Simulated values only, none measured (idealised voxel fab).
The process module that follows is named voxel self aligned contacts.
Section cut is 260 nm wide and gridded with 5 nm square cells.
In what follows, cross-sections appear as grids of square cells, described through bands that run from the top down, where every band is one or more rows of cells. The entry gives the band's vertical extent as a top height and a bottom height in nm, then its horizontal make-up as materials from left to right, each with a width in nm. "empty" stands for empty space; a single material marked "throughout" fills the band edge to edge. For the purposes of this specification, 0 denotes the height below which the wafer in its as-received condition is composed wholly of one material, and the lowermost band, lacking a lower limit, extends downward without end, as expressed in "z 0 and below". Graded width ("30 to 40"): value in top row of band = first number; value in bottom row = second number; row-to-row change constant. "changes: none" (step): cross-section cells unchanged, all of them. In the "Unvented internal voids" entry, you get each enclosed empty space of 8 cells or more, one with no open way to the top, written width x height at distance, distance from the left edge, in nm. What comes after the settings on a step's line is commentary from the simulator itself on that step. overlay nm: how far to the right of its planned place the mask lay on this masked step (negative: to the left). Reading key. Pairs: pre-step and post-step cross-section, one process step apart; post-step view only to lowest changed band. Step between + settings: beneath pair. Runs: pairs may be from different runs of this module, same starting wafer. Continuation from pair above: only where "Prior state" entry says.
[Prior state]
    z 55 to 45  105 SiO2 / 5 to 15 TiN / 35 to 15 W / 5 to 15 TiN / 110 SiO2
    z 45 to 35  80 SiO2 / 35 SiN / 5 TiN / 15 W / 5 TiN / 35 SiN / 85 SiO2
    z 35 to 30  80 SiO2 / 35 SiN / 10 TiN / 5 W / 10 TiN / 35 SiN / 85 SiO2
    z 30 to 0  75 SiO2 / 5 SiN / 35 polySi / 5 SiN / 5 TiN / 5 W / 5 TiN / 5 SiN / 35 polySi / 5 SiN / 80 SiO2
    z 0 to -5  120 SiO2 / 15 TiN / 125 SiO2
    z -5 and below  Si throughout
    Unvented internal voids: none
[Post-Step Snapshot]
    z 60 to 55  SiN throughout
    At heights below 55, the structure remains unaltered.
    Unvented internal voids: none
It is this step that lies between the two cross-sections above: CONFORMAL_DEP [material SiN] [thk nm 5]
[Prior state]
    z 55 to 45  SiO2 throughout
    z 45 to 30  80 SiO2 / 35 SiN / 25 SiO2 / 35 SiN / 85 SiO2
    z 30 to 0  80 SiO2 / 5 SiN / 25 polySi / 5 SiN / 25 SiO2 / 5 SiN / 25 polySi / 5 SiN / 85 SiO2
    z 0 to -5  SiO2 throughout
    z -5 and below  Si throughout
    Unvented internal voids: none
[Post-Step Snapshot]
    z 55 to 45  115 SiO2 / 45 empty / 100 SiO2
    z 45 to 30  80 SiO2 / 35 SiN / 25 empty / 35 SiN / 85 SiO2
    z 30 to 0  80 SiO2 / 5 SiN / 25 polySi / 5 SiN / 25 empty / 5 SiN / 25 polySi / 5 SiN / 85 SiO2
    z 0 to -5  115 SiO2 / 25 empty / 120 SiO2
    At heights below -5, the structure remains unaltered.
    Unvented internal voids: none
It is this step that lies between the two cross-sections above: MASKED_ETCH [tone open] [mask id CONTACT] [width nm 45] [etch materials SiO2] [depth nm 60] [overlay nm 10]
Prior state: see preceding pair, after cross-section.
[Post-Step Snapshot]
    z 60 to 55  120 TiN / 35 empty / 105 TiN
    z 55 to 45  115 SiO2 / 5 TiN / 35 to 15 empty / 5 to 25 TiN / 100 SiO2
    z 45 to 30  80 SiO2 / 35 SiN / 5 TiN / 15 empty / 5 TiN / 35 SiN / 85 SiO2
    z 30 to 0  80 SiO2 / 5 SiN / 25 polySi / 5 SiN / 5 TiN / 15 empty / 5 TiN / 5 SiN / 25 polySi / 5 SiN / 85 SiO2
    z 0 to -5  115 SiO2 / 25 TiN / 120 SiO2
    At heights below -5, the structure remains unaltered.
    Unvented internal voids: none
It is this step that lies between the two cross-sections above: CONFORMAL_DEP [material TiN] [thk nm 5]
Prior state: see preceding pair, after cross-section.
[Post-Step Snapshot]
    z 70 to 60  W throughout
    z 60 to 55  120 TiN / 35 W / 105 TiN
    z 55 to 45  115 SiO2 / 5 TiN / 35 to 15 W / 5 to 25 TiN / 100 SiO2
    z 45 to 30  80 SiO2 / 35 SiN / 5 TiN / 15 W / 5 TiN / 35 SiN / 85 SiO2
    z 30 to 0  80 SiO2 / 5 SiN / 25 polySi / 5 SiN / 5 TiN / 15 W / 5 TiN / 5 SiN / 25 polySi / 5 SiN / 85 SiO2
    At heights below 0, the structure remains unaltered.
    Unvented internal voids: none
It is this step that lies between the two cross-sections above: FILL_DEP [material W] [thk nm 10]
Prior state: see preceding pair, after cross-section.
[Post-Step Snapshot]
    z 55 to 45  115 SiO2 / 5 TiN / 35 to 15 W / 5 to 25 TiN / 100 SiO2
    At heights below 45, the structure remains unaltered.
    Unvented internal voids: none
It is this step that lies between the two cross-sections above: CMP [height nm 55]
Prior state: see preceding pair, after cross-section.
[Post-Step Snapshot]
    z 60 to 55  SiN throughout
    At heights below 55, the structure remains unaltered.
    Unvented internal voids: none
It is this step that lies between the two cross-sections above: CONFORMAL_DEP [material SiN] [thk nm 5]
[Prior state]
    z 30 to 0  polySi throughout
    z 0 to -5  SiO2 throughout
    z -5 and below  Si throughout
    Unvented internal voids: none
[Post-Step Snapshot]
    z 45 to 0  polySi throughout
    At heights below 0, the structure remains unaltered.
    Unvented internal voids: none
It is this step that lies between the two cross-sections above: DIRECTIONAL_DEP [material polySi] [thk nm 15]
Prior state: see preceding pair, after cross-section.
[Post-Step Snapshot]
    z 45 to 15  85 empty / 25 polySi / 35 empty / 25 polySi / 90 empty
    At heights below 15, the structure remains unaltered.
    Unvented internal voids: none
It is this step that lies between the two cross-sections above: MASKED_ETCH [tone cover] [mask id GATE] [width nm 25] [pitch nm 60] [etch materials polySi] [depth nm 30] [overlay nm 0]
Prior state: see preceding pair, after cross-section.
[Post-Step Snapshot]
    z 50 to 45  80 empty / 35 SiN / 25 empty / 35 SiN / 85 empty
    z 45 to 20  80 empty / 5 SiN / 25 polySi / 5 SiN / 25 empty / 5 SiN / 25 polySi / 5 SiN / 85 empty
    z 20 to 15  85 SiN / 25 polySi / 35 SiN / 25 polySi / 90 SiN
    At heights below 15, the structure remains unaltered.
    Unvented internal voids: none
It is this step that lies between the two cross-sections above: CONFORMAL_DEP [material SiN] [thk nm 5]
Prior state: see preceding pair, after cross-section.
[Post-Step Snapshot]
    z 45 to 15  80 empty / 5 SiN / 25 polySi / 5 SiN / 25 empty / 5 SiN / 25 polySi / 5 SiN / 85 empty
    At heights below 15, the structure remains unaltered.
    Unvented internal voids: none
It is this step that lies between the two cross-sections above: DIRECTIONAL_ETCH [etch materials SiN] [depth nm 5]
Prior state: see preceding pair, after cross-section.
[Post-Step Snapshot]
    z 65 to 45  SiO2 throughout
    z 45 to 15  80 SiO2 / 5 SiN / 25 polySi / 5 SiN / 25 SiO2 / 5 SiN / 25 polySi / 5 SiN / 85 SiO2
    At heights below 15, the structure remains unaltered.
    Unvented internal voids: none
It is this step that lies between the two cross-sections above: FILL_DEP [material SiO2] [thk nm 20]
Prior state: see preceding pair, after cross-section.
[Post-Step Snapshot]
    z 55 to 45  SiO2 throughout
    At heights below 45, the structure remains unaltered.
    Unvented internal voids: none
It is this step that lies between the two cross-sections above: CMP [height nm 55]
Prior state: see preceding pair, after cross-section.
[Post-Step Snapshot]
    z 55 to 45  105 SiO2 / 45 empty / 110 SiO2
    z 45 to 15  80 SiO2 / 5 SiN / 25 polySi / 5 SiN / 25 empty / 5 SiN / 25 polySi / 5 SiN / 85 SiO2
    At heights below 15, the structure remains unaltered.
    Unvented internal voids: none
It is this step that lies between the two cross-sections above: MASKED_ETCH [tone open] [mask id CONTACT] [width nm 45] [etch materials SiO2] [depth nm 60] [overlay nm 0]
Prior state: see preceding pair, after cross-section.
[Post-Step Snapshot]
    z 60 to 55  110 TiN / 35 empty / 115 TiN
    z 55 to 45  105 SiO2 / 5 to 15 TiN / 35 to 15 empty / 5 to 15 TiN / 110 SiO2
    z 45 to 20  80 SiO2 / 5 SiN / 25 polySi / 5 SiN / 5 TiN / 15 empty / 5 TiN / 5 SiN / 25 polySi / 5 SiN / 85 SiO2
    z 20 to 15  80 SiO2 / 5 SiN / 25 polySi / 5 SiN / 25 TiN / 5 SiN / 25 polySi / 5 SiN / 85 SiO2
    At heights below 15, the structure remains unaltered.
    Unvented internal voids: none
It is this step that lies between the two cross-sections above: CONFORMAL_DEP [material TiN] [thk nm 5]
Prior state: see preceding pair, after cross-section.
[Post-Step Snapshot]
    z 70 to 60  W throughout
    z 60 to 55  110 TiN / 35 W / 115 TiN
    z 55 to 45  105 SiO2 / 5 to 15 TiN / 35 to 15 W / 5 to 15 TiN / 110 SiO2
    z 45 to 20  80 SiO2 / 5 SiN / 25 polySi / 5 SiN / 5 TiN / 15 W / 5 TiN / 5 SiN / 25 polySi / 5 SiN / 85 SiO2
    At heights below 20, the structure remains unaltered.
    Unvented internal voids: none
It is this step that lies between the two cross-sections above: FILL_DEP [material W] [thk nm 10]
Prior state: see preceding pair, after cross-section.
[Post-Step Snapshot]
    z 55 to 45  105 SiO2 / 5 to 15 TiN / 35 to 15 W / 5 to 15 TiN / 110 SiO2
    At heights below 45, the structure remains unaltered.
    Unvented internal voids: none
It is this step that lies between the two cross-sections above: CMP [height nm 55]
Prior state: see preceding pair, after cross-section.
[Post-Step Snapshot]
    z 60 to 55  SiN throughout
    At heights below 55, the structure remains unaltered.
    Unvented internal voids: none
It is this step that lies between the two cross-sections above: CONFORMAL_DEP [material SiN] [thk nm 5]
[Prior state]
    z 55 to 45  SiO2 throughout
    z 45 to 30  80 SiO2 / 35 SiN / 25 SiO2 / 35 SiN / 85 SiO2
    z 30 to 0  80 SiO2 / 5 SiN / 25 polySi / 5 SiN / 25 SiO2 / 5 SiN / 25 polySi / 5 SiN / 85 SiO2
    z 0 to -5  SiO2 throughout
    z -5 and below  Si throughout
    Unvented internal voids: none
[Post-Step Snapshot]
    z 55 to 45  105 empty / 45 SiO2 / 110 empty
    z 45 to 30  80 empty / 35 SiN / 25 SiO2 / 35 SiN / 85 empty
    z 30 to 0  80 empty / 5 SiN / 25 polySi / 5 SiN / 25 SiO2 / 5 SiN / 25 polySi / 5 SiN / 85 empty
    z 0 to -5  80 empty / 95 SiO2 / 85 empty
    At heights below -5, the structure remains unaltered.
    Unvented internal voids: none
It is this step that lies between the two cross-sections above: MASKED_ETCH [tone cover] [mask id CONTACT] [width nm 45] [etch materials SiO2] [depth nm 60] [overlay nm 0]
Prior state: see preceding pair, after cross-section.
[Post-Step Snapshot]
    z 60 to 55  100 empty / 55 TiN / 105 empty
    z 55 to 45  100 to 75 empty / 5 to 30 TiN / 45 SiO2 / 5 to 30 TiN / 105 to 80 empty
    z 45 to 30  75 empty / 5 TiN / 35 SiN / 25 SiO2 / 35 SiN / 5 TiN / 80 empty
    z 30 to 0  75 empty / 5 TiN / 5 SiN / 25 polySi / 5 SiN / 25 SiO2 / 5 SiN / 25 polySi / 5 SiN / 5 TiN / 80 empty
    z 0 to -5  80 TiN / 95 SiO2 / 85 TiN
    At heights below -5, the structure remains unaltered.
    Unvented internal voids: none
It is this step that lies between the two cross-sections above: CONFORMAL_DEP [material TiN] [thk nm 5]
Prior state: see preceding pair, after cross-section.
[Post-Step Snapshot]
    z 70 to 60  W throughout
    z 60 to 55  100 W / 55 TiN / 105 W
    z 55 to 45  100 to 75 W / 5 to 30 TiN / 45 SiO2 / 5 to 30 TiN / 105 to 80 W
    z 45 to 30  75 W / 5 TiN / 35 SiN / 25 SiO2 / 35 SiN / 5 TiN / 80 W
    z 30 to 0  75 W / 5 TiN / 5 SiN / 25 polySi / 5 SiN / 25 SiO2 / 5 SiN / 25 polySi / 5 SiN / 5 TiN / 80 W
    At heights below 0, the structure remains unaltered.
    Unvented internal voids: none
It is this step that lies between the two cross-sections above: FILL_DEP [material W] [thk nm 10]
Prior state: see preceding pair, after cross-section.
[Post-Step Snapshot]
    z 55 to 45  100 to 75 W / 5 to 30 TiN / 45 SiO2 / 5 to 30 TiN / 105 to 80 W
    At heights below 45, the structure remains unaltered.
    Unvented internal voids: none
It is this step that lies between the two cross-sections above: CMP [height nm 55]
Prior state: see preceding pair, after cross-section.
[Post-Step Snapshot]
    z 60 to 55  SiN throughout
    At heights below 55, the structure remains unaltered.
    Unvented internal voids: none
It is this step that lies between the two cross-sections above: CONFORMAL_DEP [material SiN] [thk nm 5]
